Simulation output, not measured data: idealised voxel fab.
Documented hereafter: the process module known as voxel fin reveal.
Pictured: cross-section cut, 265 nm wide, on a grid of 5 nm square cells.
How to read a cross-section here: the picture is a grid of square cells, written as bands going from the top down, and any band can span one or more rows of cells.
Band entry format. Leading values: height of top, height of bottom, nm. Remainder: materials in left-to-right order, each with its width in nm. Special words: "edge to edge" on a single material, which then fills the band edge to edge; "blank", empty space.
Measure heights from 0. That's the level where, below it, the as-received wafer is all one material. The lowest band is bottomless and extends downward; write it as in "0 and below".
You'd read "30->40" like this: the band's top row of cells is as wide as the first number, its bottom row is as wide as the second, and going down, every row changes width by the same amount as the row before did.
The cross-section has no changed cell in any step marked "nothing got changed".
What "Enclosed internal cavities" gives you is every empty space of 8 cells or more that is cut off from the top. Each appears as width x height at distance, with the distance taken from the left edge and width, height and distance all in nm.
Read whatever lies past the settings on a step's line as the simulator's own remark about the step.
"overlay nm" answers the question of how far to the right of plan the mask lay on a step that has a mask, and when it is negative the answer is to the left.

-- This section lists the process steps that were planned
1) RECEIVE, material Si
2) CONFORMAL_DEP, material SiN, thk nm 5
3) PATTERN, tone cover, mask id FINS, material resist, width nm 15, pitch nm 45, thk nm 15, overlay nm 0
4) DIRECTIONAL_ETCH, etch materials SiN, depth nm 5
5) DIRECTIONAL_ETCH, etch materials Si, depth nm 20
6) STRIP, etch materials resist
7) OXIDIZE, depth nm 5
8) FILL_DEP, material SiO2, thk nm 15
9) CMP, height nm 5
10) SELECTIVE_ETCH, etch materials SiO2, depth nm 15
11) STRIP, etch materials SiN
12) CONFORMAL_DEP, material SiO2, thk nm 5
What sets these wafers apart? The depth nm at step 5. They all start alike, and the plan carries the first wafer's value.

-- First of several wafers (as received, post step 1), cross-sectional view
- 0 and below  Si edge to edge
- Enclosed internal cavities: none

-- Per wafer, end of module: cells gained (+) or lost (-) per material since receipt, then closed voids
depth nm 20; -245 Si; +216 SiO2; Enclosed internal cavities: none
depth nm 25; -294 Si; +265 SiO2; Enclosed internal cavities: none
depth nm 30; -343 Si; +314 SiO2; Enclosed internal cavities: none
depth nm 35; -392 Si; +363 SiO2; Enclosed internal cavities: none
depth nm 40; -441 Si; +412 SiO2; Enclosed internal cavities: none
depth nm 45; -490 Si; +461 SiO2; Enclosed internal cavities: none
